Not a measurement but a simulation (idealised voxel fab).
The document below concerns the process module designated voxel self aligned vias.
Each square cell in cross-section cut measures 5 nm, and the section as a whole is 225 nm wide.
If you're reading a cross-section in this doc, picture square cells in a grid; it comes to you as bands, top ones listed first down to the bottom, and a band can be one or more rows of cells. Look at the band entry: it leads with the top's height and the bottom's height in nm. Then it lists the materials left to right, with a width in nm for each. The word "all across" on a single material says that material fills the band edge to edge. The word "empty" is empty space. Heights are expressed relative to 0, this being the level below which the as-received wafer comprises one material exclusively. The lowest band is unbounded in the downward direction and is denoted as in "0 down". Width spec "30..40" -> top row of cells at first value, bottom row at second value, equal per-row change in between. It should be understood that the words "remained unchanged", when stated for a given step, signify that the cross-section underwent no change in any of its cells during that step. The entry titled "Tabulated closed voids" provides the empty spaces that have no open way to the top, restricted to those of 8 cells or more. Each is presented as width x height at distance, the distance being measured from the left edge, with all three in nm. What comes after the settings on a step's line is commentary from the simulator itself on that step. If you see "overlay nm" on a step's line and that step has a mask, it's telling you how far right of where it was planned the mask ended up; a negative number means it went left instead.

# List of planned process steps
1) RECEIVE [material Si]
2) CONFORMAL_DEP [material SiO2] [thk nm 10]
3) CONFORMAL_DEP [material SiCN] [thk nm 5]
4) DIRECTIONAL_DEP [material lowk] [thk nm 20]
5) MASKED_ETCH [tone open] [mask id LINES] [width nm 30] [pitch nm 70] [etch materials lowk] [depth nm 20] [overlay nm 0]
6) CONFORMAL_DEP [material TiN] [thk nm 5]
7) FILL_DEP [material W] [thk nm 5]
8) CMP [height nm 35]
9) SELECTIVE_ETCH [etch materials W Ru TiN] [depth nm 5]
10) FILL_DEP [material SiN] [thk nm 10]
11) CMP [height nm 35]
12) DIRECTIONAL_DEP [material lowk] [thk nm 15]
13) DIRECTIONAL_DEP [material aC] [thk nm 15]
14) PATTERN [tone open] [mask id VIAS] [material resist] [width nm 40] [pitch nm 70] [thk nm 35] [overlay nm 0]
15) DIRECTIONAL_ETCH [etch materials aC] [depth nm 5]
16) STRIP [etch materials resist]
17) DIRECTIONAL_ETCH [etch materials lowk] [depth nm 15]
18) DIRECTIONAL_ETCH [etch materials SiN] [depth nm 5]
19) STRIP [etch materials aC]
20) CONFORMAL_DEP [material TiN] [thk nm 5]
21) FILL_DEP [material Ru] [thk nm 10]
22) CMP [height nm 50]
23) CONFORMAL_DEP [material SiN] [thk nm 5]
Same starting wafers, different depth nm at step 15. Plan value belongs to the first wafer.

# So this is the first of several wafers, cross-sectioned as it came to us, meaning it's at the end of step 1
    0 down | Si all across
    Tabulated closed voids: none

# wafer rows; end of module; cells per material since receipt: (+) gained, (-) lost; then closed voids
depth nm 5; +45 SiCN; +63 SiN; +90 SiO2; +30 TiN; +24 W; +243 lowk; Tabulated closed voids: none
depth nm 10; +45 SiCN; +63 SiN; +90 SiO2; +30 TiN; +24 W; +243 lowk; Tabulated closed voids: none
depth nm 15; +48 Ru; +45 SiCN; +45 SiN; +90 SiO2; +72 TiN; +24 W; +171 lowk; Tabulated closed voids: none
depth nm 20; +48 Ru; +45 SiCN; +45 SiN; +90 SiO2; +72 TiN; +24 W; +171 lowk; Tabulated closed voids: none
depth nm 25; +48 Ru; +45 SiCN; +45 SiN; +90 SiO2; +72 TiN; +24 W; +171 lowk; Tabulated closed voids: none
depth nm 30; +48 Ru; +45 SiCN; +45 SiN; +90 SiO2; +72 TiN; +24 W; +171 lowk; Tabulated closed voids: none
